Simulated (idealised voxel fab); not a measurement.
Proc. module: voxel wiring stack
Each square cell in cross-section cut measures 5 nm, and the section as a whole is 190 nm wide.
Heads up, the way a cross-section reads in here is a grid of square cells, handed over as bands from the top down, with every band being one or more rows of cells.
Each band's line starts with the height of the band's top and of its bottom, in nm. Then come its materials from left to right, each with its width in nm. One material with "throughout" fills the band from edge to edge. "blank" is empty space.
Counting heights begins at 0, where everything beneath is, in the wafer as received, one material. The lowest band has no bottom; it goes on downwards, as "from 0 down" shows.
Per-row width for "30->40": begins at first number (top row of band), ends at second number (bottom row), increment between rows held constant.
Where a step carries "same as before", the cross-section came out of it unchanged, cell for cell.
"Trapped cavities" contains a list of empty spaces, each no smaller than 8 cells and without an open way to the top, written in the form width x height at distance with the distance from the left edge and all three in nm.
Whatever follows a step's settings on its line is a remark the simulator itself makes about that step.
overlay nm: how far to the right of its planned place the mask lay on this masked step (negative: to the left).

Planned step list for the process
1 RECEIVE, material Si
2 CONFORMAL_DEP, material SiO2, thk nm 10
3 CONFORMAL_DEP, material SiN, thk nm 5
4 DIRECTIONAL_DEP, material lowk, thk nm 15
5 DIRECTIONAL_DEP, material aC, thk nm 10
6 PATTERN, tone open, mask id METAL_1, material resist, width nm 25, pitch nm 50, thk nm 30, overlay nm 0
7 DIRECTIONAL_ETCH, etch materials aC, depth nm 10
8 STRIP, etch materials resist
9 DIRECTIONAL_ETCH, etch materials lowk, depth nm 15
10 DIRECTIONAL_ETCH, etch materials SiN, depth nm 5
11 STRIP, etch materials aC
12 CONFORMAL_DEP, material TiN, thk nm 5
13 FILL_DEP, material Cu, thk nm 5
14 CMP, height nm 30
15 EPI, material Ru, thk nm 5
16 FILL_DEP, material SiCN, thk nm 5
17 DIRECTIONAL_DEP, material SiO2, thk nm 25
18 DIRECTIONAL_DEP, material aC, thk nm 15
19 PATTERN, tone open, mask id METAL_2, material resist, width nm 25, pitch nm 50, thk nm 30, overlay nm 0
20 DIRECTIONAL_ETCH, etch materials aC, depth nm 15
21 STRIP, etch materials resist
22 DIRECTIONAL_ETCH, etch materials SiO2, depth nm 15
23 STRIP, etch materials aC
24 MASKED_ETCH, tone open, mask id METAL_2_HOLES, width nm 15, etch materials SiO2, depth nm 10, overlay nm 0
25 MASKED_ETCH, tone open, mask id METAL_2_HOLES, width nm 15, etch materials SiCN, depth nm 5, overlay nm 0
26 CONFORMAL_DEP, material TiN, thk nm 5
27 FILL_DEP, material Cu, thk nm 5
28 CMP, height nm 65
29 CONFORMAL_DEP, material SiCN, thk nm 5

Shown in cross-section is the wafer as received, that is, as it stands after step 1
    from 0 down = Si throughout
    Trapped cavities: none

Post-module cross-section of the first of two wafers (run per plan)
    from 70 to 65 = SiCN throughout
    from 65 to 55 = SiO2: 55 / TiN: 5 / Cu: 15 / TiN: 5 / SiO2: 25 / TiN: 5 / Cu: 15 / TiN: 5 / SiO2: 60
    from 55 to 50 = SiO2: 55 / TiN: 5 / Cu: 5 / TiN: 15 / SiO2: 25 / TiN: 25 / SiO2: 60
    from 50 to 40 = SiO2: 55 / TiN: 5 / Cu: 5 / TiN: 5 / SiO2: 120
    from 40 to 35 = SiCN: 55 / TiN: 15 / SiCN: 120
    from 35 to 30 = SiCN: 50 / Ru: 35 / SiCN: 15 / Ru: 35 / SiCN: 55
    from 30 to 15 = lowk: 55 / TiN: 5 / Cu: 15 / TiN: 5 / lowk: 25 / TiN: 5 / Cu: 15 / TiN: 5 / lowk: 60
    from 15 to 10 = SiN: 55 / TiN: 25 / SiN: 25 / TiN: 25 / SiN: 60
    from 10 to 0 = SiO2 throughout
    from 0 down = Si throughout
    Trapped cavities: none

Second wafer of the two, sectioned at the end of the module. It began like the first and followed the same plan, but one mistake was made while running it
    from 70 to 65 = SiCN throughout
    from 65 to 40 = TiN throughout
    from 40 to 35 = SiCN throughout
    from 35 to 30 = SiCN: 50 / Ru: 35 / SiCN: 15 / Ru: 35 / SiCN: 55
    from 30 to 15 = lowk: 55 / TiN: 5 / Cu: 15 / TiN: 5 / lowk: 25 / TiN: 5 / Cu: 15 / TiN: 5 / lowk: 60
    from 15 to 10 = SiN: 55 / TiN: 25 / SiN: 25 / TiN: 25 / SiN: 60
    from 10 to 0 = SiO2 throughout
    from 0 down = Si throughout
    Trapped cavities: none
Against the plan, the run slipped here: step 17 was processed under conditions differing from the plan, specifically as DIRECTIONAL_DEP, material TiN, thk nm 25
End of process, cell counts, second wafer against first, materials with more or fewer: Cu: 15 fewer; SiCN: 3 more; SiO2: 154 fewer; TiN: 166 more
